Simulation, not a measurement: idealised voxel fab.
Process module heading - voxel self aligned vias
The width of the displayed cross-section, cut, is 190 nm; its cells are square, with a size of 5 nm.
Each cross-section below is a grid of square cells, stated as bands in top-down order, with one or more rows of cells making up each band. Per band: top height and bottom height in nm, followed by the left-to-right materials and their widths in nm; "all across" marks a single material spanning edge to edge, "empty" marks empty space. Below 0: as-received wafer, all one material; heights counted from there. Lowest band: no bottom, goes on down, written "from 0 down". Width "30->40": first value at the band's top row of cells, second value at its bottom row, equal change from row to row. For the purposes of this document, the phrase "no change occurred" attached to a step denotes that no cell within the cross-section was modified by that step. The list in "Completely sealed voids" covers empty spaces of 8 cells or more that cannot reach the top through any open way, and it gives each as width x height at distance; the distance is from the left edge, and width, height and distance are in nm. Formally, on a step line, whatever follows the settings is a remark that the simulator itself makes on the step. Regarding "overlay nm": on a step with a mask, it is the distance the mask lay to the right of its planned place; a negative value places it to the left. Pairs, read this way: before one process step on the one hand, after it on the other, the after cross-section ending at the lowest band that changed; the step between, settings included, beneath. Same starting wafer throughout, but possibly different runs of this module, so no pair continues from the pair above unless its entry headed "Cross-section, before" says so.
CROSS-SECTION, BEFORE
from 0 down = Si all across
Completely sealed voids: none
CUT VIEW, POST-STEP
from 10 to 0 = SiO2 all across
Lower than 0, everything is as it was.
Completely sealed voids: none
The transition between the preceding cross-sections is accomplished by CONFORMAL_DEP | material SiO2 | thk nm 10
Cross-section, before: just use the after drawing of the pair above as your starting point.
CUT VIEW, POST-STEP
from 15 to 10 = SiCN all across
Lower than 10, everything is as it was.
Completely sealed voids: none
The transition between the preceding cross-sections is accomplished by CONFORMAL_DEP | material SiCN | thk nm 5
Cross-section, before: just use the after drawing of the pair above as your starting point.
CUT VIEW, POST-STEP
from 35 to 15 = lowk all across
Lower than 15, everything is as it was.
Completely sealed voids: none
The transition between the preceding cross-sections is accomplished by DIRECTIONAL_DEP | material lowk | thk nm 20
Cross-section, before: just use the after drawing of the pair above as your starting point.
CUT VIEW, POST-STEP
from 55 to 35 = resist 30 nm; empty 20 nm; resist 35 nm; empty 20 nm; resist 35 nm; empty 20 nm; resist 30 nm
Lower than 35, everything is as it was.
Completely sealed voids: none
The transition between the preceding cross-sections is accomplished by PATTERN | tone open | mask id LINES | material resist | width nm 20 | pitch nm 55 | thk nm 20 | overlay nm 0
Cross-section, before: just use the after drawing of the pair above as your starting point.
CUT VIEW, POST-STEP
from 55 to 35 = resist 30 nm; empty 20 nm; resist 35 nm; empty 20 nm; resist 35 nm; empty 20 nm; resist 30 nm
from 35 to 15 = lowk 30 nm; empty 20 nm; lowk 35 nm; empty 20 nm; lowk 35 nm; empty 20 nm; lowk 30 nm
Lower than 15, everything is as it was.
Completely sealed voids: none
The transition between the preceding cross-sections is accomplished by DIRECTIONAL_ETCH | etch materials lowk | depth nm 20
Cross-section, before: just use the after drawing of the pair above as your starting point.
CUT VIEW, POST-STEP
from 35 to 15 = lowk 30 nm; empty 20 nm; lowk 35 nm; empty 20 nm; lowk 35 nm; empty 20 nm; lowk 30 nm
Lower than 15, everything is as it was.
Completely sealed voids: none
The transition between the preceding cross-sections is accomplished by STRIP | etch materials resist
Cross-section, before: just use the after drawing of the pair above as your starting point.
CUT VIEW, POST-STEP
from 40 to 35 = TiN 35 nm; empty 10 nm; TiN 45 nm; empty 10 nm; TiN 45 nm; empty 10 nm; TiN 35 nm
from 35 to 20 = lowk 30 nm; TiN 5 nm; empty 10 nm; TiN 5 nm; lowk 35 nm; TiN 5 nm; empty 10 nm; TiN 5 nm; lowk 35 nm; TiN 5 nm; empty 10 nm; TiN 5 nm; lowk 30 nm
from 20 to 15 = lowk 30 nm; TiN 20 nm; lowk 35 nm; TiN 20 nm; lowk 35 nm; TiN 20 nm; lowk 30 nm
Lower than 15, everything is as it was.
Completely sealed voids: none
The transition between the preceding cross-sections is accomplished by CONFORMAL_DEP | material TiN | thk nm 5
Cross-section, before: just use the after drawing of the pair above as your starting point.
CUT VIEW, POST-STEP
from 50 to 40 = W all across
from 40 to 35 = TiN 35 nm; W 10 nm; TiN 45 nm; W 10 nm; TiN 45 nm; W 10 nm; TiN 35 nm
from 35 to 20 = lowk 30 nm; TiN 5 nm; W 10 nm; TiN 5 nm; lowk 35 nm; TiN 5 nm; W 10 nm; TiN 5 nm; lowk 35 nm; TiN 5 nm; W 10 nm; TiN 5 nm; lowk 30 nm
Lower than 20, everything is as it was.
Completely sealed voids: none
The transition between the preceding cross-sections is accomplished by FILL_DEP | material W | thk nm 10
Cross-section, before: just use the after drawing of the pair above as your starting point.
CUT VIEW, POST-STEP
from 35 to 20 = lowk 30 nm; TiN 5 nm; W 10 nm; TiN 5 nm; lowk 35 nm; TiN 5 nm; W 10 nm; TiN 5 nm; lowk 35 nm; TiN 5 nm; W 10 nm; TiN 5 nm; lowk 30 nm
Lower than 20, everything is as it was.
Completely sealed voids: none
The transition between the preceding cross-sections is accomplished by CMP | height nm 35
Cross-section, before: just use the after drawing of the pair above as your starting point.
CUT VIEW, POST-STEP
from 35 to 25 = lowk 30 nm; empty 20 nm; lowk 35 nm; empty 20 nm; lowk 35 nm; empty 20 nm; lowk 30 nm
Lower than 25, everything is as it was.
Completely sealed voids: none
The transition between the preceding cross-sections is accomplished by SELECTIVE_ETCH | etch materials W Ru TiN | depth nm 10
Cross-section, before: just use the after drawing of the pair above as your starting point.
CUT VIEW, POST-STEP
from 45 to 35 = SiN all across
from 35 to 25 = lowk 30 nm; SiN 20 nm; lowk 35 nm; SiN 20 nm; lowk 35 nm; SiN 20 nm; lowk 30 nm
Lower than 25, everything is as it was.
Completely sealed voids: none
The transition between the preceding cross-sections is accomplished by FILL_DEP | material SiN | thk nm 10
Cross-section, before: just use the after drawing of the pair above as your starting point.
CUT VIEW, POST-STEP
from 35 to 25 = lowk 30 nm; SiN 20 nm; lowk 35 nm; SiN 20 nm; lowk 35 nm; SiN 20 nm; lowk 30 nm
Lower than 25, everything is as it was.
Completely sealed voids: none
The transition between the preceding cross-sections is accomplished by CMP | height nm 35
Cross-section, before: just use the after drawing of the pair above as your starting point.
CUT VIEW, POST-STEP
from 50 to 35 = lowk all across
Lower than 35, everything is as it was.
Completely sealed voids: none
The transition between the preceding cross-sections is accomplished by DIRECTIONAL_DEP | material lowk | thk nm 15
Cross-section, before: just use the after drawing of the pair above as your starting point.
CUT VIEW, POST-STEP
from 65 to 50 = aC all across
Lower than 50, everything is as it was.
Completely sealed voids: none
The transition between the preceding cross-sections is accomplished by DIRECTIONAL_DEP | material aC | thk nm 15
Cross-section, before: just use the after drawing of the pair above as your starting point.
CUT VIEW, POST-STEP
from 95 to 65 = resist 25 nm; empty 30 nm; resist 25 nm; empty 30 nm; resist 25 nm; empty 30 nm; resist 25 nm
Lower than 65, everything is as it was.
Completely sealed voids: none
The transition between the preceding cross-sections is accomplished by PATTERN | tone open | mask id VIAS | material resist | width nm 30 | pitch nm 55 | thk nm 30 | overlay nm 0
Cross-section, before: just use the after drawing of the pair above as your starting point.
CUT VIEW, POST-STEP
from 80 to 65 = resist 25 nm; empty 30 nm; resist 25 nm; empty 30 nm; resist 25 nm; empty 30 nm; resist 25 nm
from 65 to 50 = aC 25 nm; empty 30 nm; aC 25 nm; empty 30 nm; aC 25 nm; empty 30 nm; aC 25 nm
Lower than 50, everything is as it was.
Completely sealed voids: none
The transition between the preceding cross-sections is accomplished by DIRECTIONAL_ETCH | etch materials aC | depth nm 15
Cross-section, before: just use the after drawing of the pair above as your starting point.
CUT VIEW, POST-STEP
from 65 to 50 = aC 25 nm; empty 30 nm; aC 25 nm; empty 30 nm; aC 25 nm; empty 30 nm; aC 25 nm
Lower than 50, everything is as it was.
Completely sealed voids: none
The transition between the preceding cross-sections is accomplished by STRIP | etch materials resist
Cross-section, before: just use the after drawing of the pair above as your starting point.
CUT VIEW, POST-STEP
from 65 to 50 = aC 25 nm; empty 30 nm; aC 25 nm; empty 30 nm; aC 25 nm; empty 30 nm; aC 25 nm
from 50 to 35 = lowk 25 nm; empty 30 nm; lowk 25 nm; empty 30 nm; lowk 25 nm; empty 30 nm; lowk 25 nm
Lower than 35, everything is as it was.
Completely sealed voids: none
The transition between the preceding cross-sections is accomplished by DIRECTIONAL_ETCH | etch materials lowk | depth nm 15
Cross-section, before: just use the after drawing of the pair above as your starting point.
CUT VIEW, POST-STEP
from 65 to 50 = aC 25 nm; empty 30 nm; aC 25 nm; empty 30 nm; aC 25 nm; empty 30 nm; aC 25 nm
from 50 to 35 = lowk 25 nm; empty 30 nm; lowk 25 nm; empty 30 nm; lowk 25 nm; empty 30 nm; lowk 25 nm
from 35 to 25 = lowk 30 nm; empty 20 nm; lowk 35 nm; empty 20 nm; lowk 35 nm; empty 20 nm; lowk 30 nm
Lower than 25, everything is as it was.
Completely sealed voids: none
The transition between the preceding cross-sections is accomplished by DIRECTIONAL_ETCH | etch materials SiN | depth nm 10
Cross-section, before: just use the after drawing of the pair above as your starting point.
CUT VIEW, POST-STEP
from 50 to 35 = lowk 25 nm; empty 30 nm; lowk 25 nm; empty 30 nm; lowk 25 nm; empty 30 nm; lowk 25 nm
Lower than 35, everything is as it was.
Completely sealed voids: none
The transition between the preceding cross-sections is accomplished by STRIP | etch materials aC
Cross-section, before: just use the after drawing of the pair above as your starting point.
CUT VIEW, POST-STEP
from 55 to 50 = TiN 30 nm; empty 20 nm; TiN 35 nm; empty 20 nm; TiN 35 nm; empty 20 nm; TiN 30 nm
from 50 to 40 = lowk 25 nm; TiN 5 nm; empty 20 nm; TiN 5 nm; lowk 25 nm; TiN 5 nm; empty 20 nm; TiN 5 nm; lowk 25 nm; TiN 5 nm; empty 20 nm; TiN 5 nm; lowk 25 nm
from 40 to 30 = lowk 25->30 nm; TiN 10->5 nm; empty 10 nm; TiN 10->5 nm; lowk 25->35 nm; TiN 10->5 nm; empty 10 nm; TiN 10->5 nm; lowk 25->35 nm; TiN 10->5 nm; empty 10 nm; TiN 10->5 nm; lowk 25->30 nm
from 30 to 25 = lowk 30 nm; TiN 20 nm; lowk 35 nm; TiN 20 nm; lowk 35 nm; TiN 20 nm; lowk 30 nm
Lower than 25, everything is as it was.
Completely sealed voids: none
The transition between the preceding cross-sections is accomplished by CONFORMAL_DEP | material TiN | thk nm 5
Cross-section, before: just use the after drawing of the pair above as your starting point.
CUT VIEW, POST-STEP
from 65 to 55 = W all across
from 55 to 50 = TiN 30 nm; W 20 nm; TiN 35 nm; W 20 nm; TiN 35 nm; W 20 nm; TiN 30 nm
from 50 to 40 = lowk 25 nm; TiN 5 nm; W 20 nm; TiN 5 nm; lowk 25 nm; TiN 5 nm; W 20 nm; TiN 5 nm; lowk 25 nm; TiN 5 nm; W 20 nm; TiN 5 nm; lowk 25 nm
from 40 to 30 = lowk 25->30 nm; TiN 10->5 nm; W 10 nm; TiN 10->5 nm; lowk 25->35 nm; TiN 10->5 nm; W 10 nm; TiN 10->5 nm; lowk 25->35 nm; TiN 10->5 nm; W 10 nm; TiN 10->5 nm; lowk 25->30 nm
Lower than 30, everything is as it was.
Completely sealed voids: none
The transition between the preceding cross-sections is accomplished by FILL_DEP | material W | thk nm 10
Cross-section, before: just use the after drawing of the pair above as your starting point.
CUT VIEW, POST-STEP
from 50 to 40 = lowk 25 nm; TiN 5 nm; W 20 nm; TiN 5 nm; lowk 25 nm; TiN 5 nm; W 20 nm; TiN 5 nm; lowk 25 nm; TiN 5 nm; W 20 nm; TiN 5 nm; lowk 25 nm
Lower than 40, everything is as it was.
Completely sealed voids: none
The transition between the preceding cross-sections is accomplished by CMP | height nm 50
Cross-section, before: just use the after drawing of the pair above as your starting point.
CUT VIEW, POST-STEP
from 55 to 50 = SiCN all across
Lower than 50, everything is as it was.
Completely sealed voids: none
The transition between the preceding cross-sections is accomplished by CONFORMAL_DEP | material SiCN | thk nm 5
CROSS-SECTION, BEFORE
from 0 down = Si all across
Completely sealed voids: none
CUT VIEW, POST-STEP
from 5 to 0 = SiCN all across
Lower than 0, everything is as it was.
Completely sealed voids: none
The transition between the preceding cross-sections is accomplished by CONFORMAL_DEP | material SiCN | thk nm 5
Cross-section, before: just use the after drawing of the pair above as your starting point.
CUT VIEW, POST-STEP
from 25 to 5 = lowk all across
Lower than 5, everything is as it was.
Completely sealed voids: none
The transition between the preceding cross-sections is accomplished by DIRECTIONAL_DEP | material lowk | thk nm 20
Cross-section, before: just use the after drawing of the pair above as your starting point.
CUT VIEW, POST-STEP
from 45 to 25 = resist 30 nm; empty 20 nm; resist 35 nm; empty 20 nm; resist 35 nm; empty 20 nm; resist 30 nm
Lower than 25, everything is as it was.
Completely sealed voids: none
The transition between the preceding cross-sections is accomplished by PATTERN | tone open | mask id LINES | material resist | width nm 20 | pitch nm 55 | thk nm 20 | overlay nm 0
Cross-section, before: just use the after drawing of the pair above as your starting point.
CUT VIEW, POST-STEP
from 45 to 25 = resist 30 nm; empty 20 nm; resist 35 nm; empty 20 nm; resist 35 nm; empty 20 nm; resist 30 nm
from 25 to 5 = lowk 30 nm; empty 20 nm; lowk 35 nm; empty 20 nm; lowk 35 nm; empty 20 nm; lowk 30 nm
Lower than 5, everything is as it was.
Completely sealed voids: none
The transition between the preceding cross-sections is accomplished by DIRECTIONAL_ETCH | etch materials lowk | depth nm 20
Cross-section, before: just use the after drawing of the pair above as your starting point.
CUT VIEW, POST-STEP
from 25 to 5 = lowk 30 nm; empty 20 nm; lowk 35 nm; empty 20 nm; lowk 35 nm; empty 20 nm; lowk 30 nm
Lower than 5, everything is as it was.
Completely sealed voids: none
The transition between the preceding cross-sections is accomplished by STRIP | etch materials resist
Cross-section, before: just use the after drawing of the pair above as your starting point.
CUT VIEW, POST-STEP
from 30 to 25 = TiN 35 nm; empty 10 nm; TiN 45 nm; empty 10 nm; TiN 45 nm; empty 10 nm; TiN 35 nm
from 25 to 10 = lowk 30 nm; TiN 5 nm; empty 10 nm; TiN 5 nm; lowk 35 nm; TiN 5 nm; empty 10 nm; TiN 5 nm; lowk 35 nm; TiN 5 nm; empty 10 nm; TiN 5 nm; lowk 30 nm
from 10 to 5 = lowk 30 nm; TiN 20 nm; lowk 35 nm; TiN 20 nm; lowk 35 nm; TiN 20 nm; lowk 30 nm
Lower than 5, everything is as it was.
Completely sealed voids: none
The transition between the preceding cross-sections is accomplished by CONFORMAL_DEP | material TiN | thk nm 5
Cross-section, before: just use the after drawing of the pair above as your starting point.
CUT VIEW, POST-STEP
from 40 to 30 = W all across
from 30 to 25 = TiN 35 nm; W 10 nm; TiN 45 nm; W 10 nm; TiN 45 nm; W 10 nm; TiN 35 nm
from 25 to 10 = lowk 30 nm; TiN 5 nm; W 10 nm; TiN 5 nm; lowk 35 nm; TiN 5 nm; W 10 nm; TiN 5 nm; lowk 35 nm; TiN 5 nm; W 10 nm; TiN 5 nm; lowk 30 nm
Lower than 10, everything is as it was.
Completely sealed voids: none
The transition between the preceding cross-sections is accomplished by FILL_DEP | material W | thk nm 10
Cross-section, before: just use the after drawing of the pair above as your starting point.
CUT VIEW, POST-STEP
from 35 to 30 = W all across
Lower than 30, everything is as it was.
Completely sealed voids: none
The transition between the preceding cross-sections is accomplished by CMP | height nm 35
Cross-section, before: just use the after drawing of the pair above as your starting point.
CUT VIEW, POST-STEP
from 25 to 10 = lowk 30 nm; TiN 5 nm; W 10 nm; TiN 5 nm; lowk 35 nm; TiN 5 nm; W 10 nm; TiN 5 nm; lowk 35 nm; TiN 5 nm; W 10 nm; TiN 5 nm; lowk 30 nm
Lower than 10, everything is as it was.
Completely sealed voids: none
The transition between the preceding cross-sections is accomplished by SELECTIVE_ETCH | etch materials W Ru TiN | depth nm 10
Cross-section, before: just use the after drawing of the pair above as your starting point.
CUT VIEW, POST-STEP
from 35 to 25 = SiN all across
Lower than 25, everything is as it was.
Completely sealed voids: none
The transition between the preceding cross-sections is accomplished by FILL_DEP | material SiN | thk nm 10
Cross-section, before: just use the after drawing of the pair above as your starting point.
CUT VIEW, POST-STEP
from 50 to 35 = lowk all across
Lower than 35, everything is as it was.
Completely sealed voids: none
The transition between the preceding cross-sections is accomplished by DIRECTIONAL_DEP | material lowk | thk nm 15
Cross-section, before: just use the after drawing of the pair above as your starting point.
CUT VIEW, POST-STEP
from 65 to 50 = aC all across
Lower than 50, everything is as it was.
Completely sealed voids: none
The transition between the preceding cross-sections is accomplished by DIRECTIONAL_DEP | material aC | thk nm 15
Cross-section, before: just use the after drawing of the pair above as your starting point.
CUT VIEW, POST-STEP
from 95 to 65 = resist 25 nm; empty 30 nm; resist 25 nm; empty 30 nm; resist 25 nm; empty 30 nm; resist 25 nm
Lower than 65, everything is as it was.
Completely sealed voids: none
The transition between the preceding cross-sections is accomplished by PATTERN | tone open | mask id VIAS | material resist | width nm 30 | pitch nm 55 | thk nm 30 | overlay nm 0
Cross-section, before: just use the after drawing of the pair above as your starting point.
CUT VIEW, POST-STEP
from 80 to 65 = resist 25 nm; empty 30 nm; resist 25 nm; empty 30 nm; resist 25 nm; empty 30 nm; resist 25 nm
from 65 to 50 = aC 25 nm; empty 30 nm; aC 25 nm; empty 30 nm; aC 25 nm; empty 30 nm; aC 25 nm
Lower than 50, everything is as it was.
Completely sealed voids: none
The transition between the preceding cross-sections is accomplished by DIRECTIONAL_ETCH | etch materials aC | depth nm 15
Cross-section, before: just use the after drawing of the pair above as your starting point.
CUT VIEW, POST-STEP
from 65 to 50 = aC 25 nm; empty 30 nm; aC 25 nm; empty 30 nm; aC 25 nm; empty 30 nm; aC 25 nm
Lower than 50, everything is as it was.
Completely sealed voids: none
The transition between the preceding cross-sections is accomplished by STRIP | etch materials resist
Cross-section, before: just use the after drawing of the pair above as your starting point.
CUT VIEW, POST-STEP
from 65 to 50 = aC 25 nm; empty 30 nm; aC 25 nm; empty 30 nm; aC 25 nm; empty 30 nm; aC 25 nm
from 50 to 35 = lowk 25 nm; empty 30 nm; lowk 25 nm; empty 30 nm; lowk 25 nm; empty 30 nm; lowk 25 nm
Lower than 35, everything is as it was.
Completely sealed voids: none
The transition between the preceding cross-sections is accomplished by DIRECTIONAL_ETCH | etch materials lowk | depth nm 15
Cross-section, before: just use the after drawing of the pair above as your starting point.
CUT VIEW, POST-STEP
from 65 to 50 = aC 25 nm; empty 30 nm; aC 25 nm; empty 30 nm; aC 25 nm; empty 30 nm; aC 25 nm
from 50 to 35 = lowk 25 nm; empty 30 nm; lowk 25 nm; empty 30 nm; lowk 25 nm; empty 30 nm; lowk 25 nm
from 35 to 25 = SiN 25 nm; empty 30 nm; SiN 25 nm; empty 30 nm; SiN 25 nm; empty 30 nm; SiN 25 nm
Lower than 25, everything is as it was.
Completely sealed voids: none
The transition between the preceding cross-sections is accomplished by DIRECTIONAL_ETCH | etch materials SiN | depth nm 10
Cross-section, before: just use the after drawing of the pair above as your starting point.
CUT VIEW, POST-STEP
from 50 to 35 = lowk 25 nm; empty 30 nm; lowk 25 nm; empty 30 nm; lowk 25 nm; empty 30 nm; lowk 25 nm
Lower than 35, everything is as it was.
Completely sealed voids: none
The transition between the preceding cross-sections is accomplished by STRIP | etch materials aC
Cross-section, before: just use the after drawing of the pair above as your starting point.
CUT VIEW, POST-STEP
from 55 to 50 = TiN 30 nm; empty 20 nm; TiN 35 nm; empty 20 nm; TiN 35 nm; empty 20 nm; TiN 30 nm
from 50 to 35 = lowk 25 nm; TiN 5 nm; empty 20 nm; TiN 5 nm; lowk 25 nm; TiN 5 nm; empty 20 nm; TiN 5 nm; lowk 25 nm; TiN 5 nm; empty 20 nm; TiN 5 nm; lowk 25 nm
from 35 to 30 = SiN 25 nm; TiN 5 nm; empty 20 nm; TiN 5 nm; SiN 25 nm; TiN 5 nm; empty 20 nm; TiN 5 nm; SiN 25 nm; TiN 5 nm; empty 20 nm; TiN 5 nm; SiN 25 nm
from 30 to 25 = SiN 25 nm; TiN 30 nm; SiN 25 nm; TiN 30 nm; SiN 25 nm; TiN 30 nm; SiN 25 nm
Lower than 25, everything is as it was.
Completely sealed voids: none
The transition between the preceding cross-sections is accomplished by CONFORMAL_DEP | material TiN | thk nm 5
Cross-section, before: just use the after drawing of the pair above as your starting point.
CUT VIEW, POST-STEP
from 65 to 55 = W all across
from 55 to 50 = TiN 30 nm; W 20 nm; TiN 35 nm; W 20 nm; TiN 35 nm; W 20 nm; TiN 30 nm
from 50 to 35 = lowk 25 nm; TiN 5 nm; W 20 nm; TiN 5 nm; lowk 25 nm; TiN 5 nm; W 20 nm; TiN 5 nm; lowk 25 nm; TiN 5 nm; W 20 nm; TiN 5 nm; lowk 25 nm
from 35 to 30 = SiN 25 nm; TiN 5 nm; W 20 nm; TiN 5 nm; SiN 25 nm; TiN 5 nm; W 20 nm; TiN 5 nm; SiN 25 nm; TiN 5 nm; W 20 nm; TiN 5 nm; SiN 25 nm
Lower than 30, everything is as it was.
Completely sealed voids: none
The transition between the preceding cross-sections is accomplished by FILL_DEP | material W | thk nm 10
Cross-section, before: just use the after drawing of the pair above as your starting point.
CUT VIEW, POST-STEP
from 50 to 35 = lowk 25 nm; TiN 5 nm; W 20 nm; TiN 5 nm; lowk 25 nm; TiN 5 nm; W 20 nm; TiN 5 nm; lowk 25 nm; TiN 5 nm; W 20 nm; TiN 5 nm; lowk 25 nm
Lower than 35, everything is as it was.
Completely sealed voids: none
The transition between the preceding cross-sections is accomplished by CMP | height nm 50
Cross-section, before: just use the after drawing of the pair above as your starting point.
CUT VIEW, POST-STEP
from 55 to 50 = SiCN all across
Lower than 50, everything is as it was.
Completely sealed voids: none
The transition between the preceding cross-sections is accomplished by CONFORMAL_DEP | material SiCN | thk nm 5
CROSS-SECTION, BEFORE
from 65 to 50 = aC 25 nm; empty 30 nm; aC 25 nm; empty 30 nm; aC 25 nm; empty 30 nm; aC 25 nm
from 50 to 35 = lowk 25 nm; empty 30 nm; lowk 25 nm; empty 30 nm; lowk 25 nm; empty 30 nm; lowk 25 nm
from 35 to 25 = lowk 30 nm; SiN 20 nm; lowk 35 nm; SiN 20 nm; lowk 35 nm; SiN 20 nm; lowk 30 nm
from 25 to 20 = lowk 30 nm; TiN 5 nm; W 10 nm; TiN 5 nm; lowk 35 nm; TiN 5 nm; W 10 nm; TiN 5 nm; lowk 35 nm; TiN 5 nm; W 10 nm; TiN 5 nm; lowk 30 nm
from 20 to 15 = lowk 30 nm; TiN 20 nm; lowk 35 nm; TiN 20 nm; lowk 35 nm; TiN 20 nm; lowk 30 nm
from 15 to 10 = SiCN all across
from 10 to 0 = SiO2 all across
from 0 down = Si all across
Completely sealed voids: none
CUT VIEW, POST-STEP
from 65 to 50 = aC 25 nm; empty 30 nm; aC 25 nm; empty 30 nm; aC 25 nm; empty 30 nm; aC 25 nm
from 50 to 35 = lowk 25 nm; empty 30 nm; lowk 25 nm; empty 30 nm; lowk 25 nm; empty 30 nm; lowk 25 nm
from 35 to 25 = lowk 25 nm; empty 5 nm; SiN 20 nm; empty 5 nm; lowk 25 nm; empty 5 nm; SiN 20 nm; empty 5 nm; lowk 25 nm; empty 5 nm; SiN 20 nm; empty 5 nm; lowk 25 nm
from 25 to 20 = lowk 25 nm; empty 5 nm; TiN 5 nm; W 10 nm; TiN 5 nm; empty 5 nm; lowk 25 nm; empty 5 nm; TiN 5 nm; W 10 nm; TiN 5 nm; empty 5 nm; lowk 25 nm; empty 5 nm; TiN 5 nm; W 10 nm; TiN 5 nm; empty 5 nm; lowk 25 nm
Lower than 20, everything is as it was.
Completely sealed voids: none
The transition between the preceding cross-sections is accomplished by DIRECTIONAL_ETCH | etch materials lowk | depth nm 15
Cross-section, before: just use the after drawing of the pair above as your starting point.
CUT VIEW, POST-STEP
from 65 to 50 = aC 25 nm; empty 30 nm; aC 25 nm; empty 30 nm; aC 25 nm; empty 30 nm; aC 25 nm
from 50 to 25 = lowk 25 nm; empty 30 nm; lowk 25 nm; empty 30 nm; lowk 25 nm; empty 30 nm; lowk 25 nm
Lower than 25, everything is as it was.
Completely sealed voids: none
The transition between the preceding cross-sections is accomplished by DIRECTIONAL_ETCH | etch materials SiN | depth nm 10
Cross-section, before: just use the after drawing of the pair above as your starting point.
CUT VIEW, POST-STEP
from 50 to 25 = lowk 25 nm; empty 30 nm; lowk 25 nm; empty 30 nm; lowk 25 nm; empty 30 nm; lowk 25 nm
Lower than 25, everything is as it was.
Completely sealed voids: none
The transition between the preceding cross-sections is accomplished by STRIP | etch materials aC
Cross-section, before: just use the after drawing of the pair above as your starting point.
CUT VIEW, POST-STEP
from 55 to 50 = TiN 30 nm; empty 20 nm; TiN 35 nm; empty 20 nm; TiN 35 nm; empty 20 nm; TiN 30 nm
from 50 to 30 = lowk 25 nm; TiN 5 nm; empty 20 nm; TiN 5 nm; lowk 25 nm; TiN 5 nm; empty 20 nm; TiN 5 nm; lowk 25 nm; TiN 5 nm; empty 20 nm; TiN 5 nm; lowk 25 nm
from 30 to 25 = lowk 25 nm; TiN 30 nm; lowk 25 nm; TiN 30 nm; lowk 25 nm; TiN 30 nm; lowk 25 nm
from 25 to 20 = lowk 25 nm; TiN 10 nm; W 10 nm; TiN 10 nm; lowk 25 nm; TiN 10 nm; W 10 nm; TiN 10 nm; lowk 25 nm; TiN 10 nm; W 10 nm; TiN 10 nm; lowk 25 nm
Lower than 20, everything is as it was.
Completely sealed voids: none
The transition between the preceding cross-sections is accomplished by CONFORMAL_DEP | material TiN | thk nm 5
Cross-section, before: just use the after drawing of the pair above as your starting point.
CUT VIEW, POST-STEP
from 65 to 55 = W all across
from 55 to 50 = TiN 30 nm; W 20 nm; TiN 35 nm; W 20 nm; TiN 35 nm; W 20 nm; TiN 30 nm
from 50 to 30 = lowk 25 nm; TiN 5 nm; W 20 nm; TiN 5 nm; lowk 25 nm; TiN 5 nm; W 20 nm; TiN 5 nm; lowk 25 nm; TiN 5 nm; W 20 nm; TiN 5 nm; lowk 25 nm
Lower than 30, everything is as it was.
Completely sealed voids: none
The transition between the preceding cross-sections is accomplished by FILL_DEP | material W | thk nm 10
Cross-section, before: just use the after drawing of the pair above as your starting point.
CUT VIEW, POST-STEP
from 50 to 30 = lowk 25 nm; TiN 5 nm; W 20 nm; TiN 5 nm; lowk 25 nm; TiN 5 nm; W 20 nm; TiN 5 nm; lowk 25 nm; TiN 5 nm; W 20 nm; TiN 5 nm; lowk 25 nm
Lower than 30, everything is as it was.
Completely sealed voids: none
The transition between the preceding cross-sections is accomplished by CMP | height nm 50
Cross-section, before: just use the after drawing of the pair above as your starting point.
CUT VIEW, POST-STEP
from 55 to 50 = SiCN all across
Lower than 50, everything is as it was.
Completely sealed voids: none
The transition between the preceding cross-sections is accomplished by CONFORMAL_DEP | material SiCN | thk nm 5
CROSS-SECTION, BEFORE
from 10 to 0 = SiO2 all across
from 0 down = Si all across
Completely sealed voids: none
CUT VIEW, POST-STEP
from 30 to 10 = lowk all across
Lower than 10, everything is as it was.
Completely sealed voids: none
The transition between the preceding cross-sections is accomplished by DIRECTIONAL_DEP | material lowk | thk nm 20
Cross-section, before: just use the after drawing of the pair above as your starting point.
CUT VIEW, POST-STEP
from 35 to 30 = SiCN all across
Lower than 30, everything is as it was.
Completely sealed voids: none
The transition between the preceding cross-sections is accomplished by CONFORMAL_DEP | material SiCN | thk nm 5
Cross-section, before: just use the after drawing of the pair above as your starting point.
CUT VIEW, POST-STEP
from 55 to 35 = resist 30 nm; empty 20 nm; resist 35 nm; empty 20 nm; resist 35 nm; empty 20 nm; resist 30 nm
Lower than 35, everything is as it was.
Completely sealed voids: none
The transition between the preceding cross-sections is accomplished by PATTERN | tone open | mask id LINES | material resist | width nm 20 | pitch nm 55 | thk nm 20 | overlay nm 0
Cross-section, before: just use the after drawing of the pair above as your starting point.
CUT VIEW, POST-STEP
from 35 to 30 = SiCN all across
Lower than 30, everything is as it was.
Completely sealed voids: none
The transition between the preceding cross-sections is accomplished by STRIP | etch materials resist
Cross-section, before: just use the after drawing of the pair above as your starting point.
CUT VIEW, POST-STEP
from 40 to 35 = TiN all across
Lower than 35, everything is as it was.
Completely sealed voids: none
The transition between the preceding cross-sections is accomplished by CONFORMAL_DEP | material TiN | thk nm 5
Cross-section, before: just use the after drawing of the pair above as your starting point.
CUT VIEW, POST-STEP
from 50 to 40 = W all across
Lower than 40, everything is as it was.
Completely sealed voids: none
The transition between the preceding cross-sections is accomplished by FILL_DEP | material W | thk nm 10
Cross-section, before: just use the after drawing of the pair above as your starting point.
CUT VIEW, POST-STEP
from 35 to 30 = SiCN all across
Lower than 30, everything is as it was.
Completely sealed voids: none
The transition between the preceding cross-sections is accomplished by CMP | height nm 35
Cross-section, before: just use the after drawing of the pair above as your starting point.
CUT VIEW, POST-STEP
from 45 to 35 = SiN all across
Lower than 35, everything is as it was.
Completely sealed voids: none
The transition between the preceding cross-sections is accomplished by FILL_DEP | material SiN | thk nm 10
Cross-section, before: just use the after drawing of the pair above as your starting point.
CUT VIEW, POST-STEP
from 35 to 30 = SiCN all across
Lower than 30, everything is as it was.
Completely sealed voids: none
The transition between the preceding cross-sections is accomplished by CMP | height nm 35
Cross-section, before: just use the after drawing of the pair above as your starting point.
CUT VIEW, POST-STEP
from 50 to 35 = lowk all across
Lower than 35, everything is as it was.
Completely sealed voids: none
The transition between the preceding cross-sections is accomplished by DIRECTIONAL_DEP | material lowk | thk nm 15
Cross-section, before: just use the after drawing of the pair above as your starting point.
CUT VIEW, POST-STEP
from 65 to 50 = aC all across
Lower than 50, everything is as it was.
Completely sealed voids: none
The transition between the preceding cross-sections is accomplished by DIRECTIONAL_DEP | material aC | thk nm 15
Cross-section, before: just use the after drawing of the pair above as your starting point.
CUT VIEW, POST-STEP
from 95 to 65 = resist 25 nm; empty 30 nm; resist 25 nm; empty 30 nm; resist 25 nm; empty 30 nm; resist 25 nm
Lower than 65, everything is as it was.
Completely sealed voids: none
The transition between the preceding cross-sections is accomplished by PATTERN | tone open | mask id VIAS | material resist | width nm 30 | pitch nm 55 | thk nm 30 | overlay nm 0
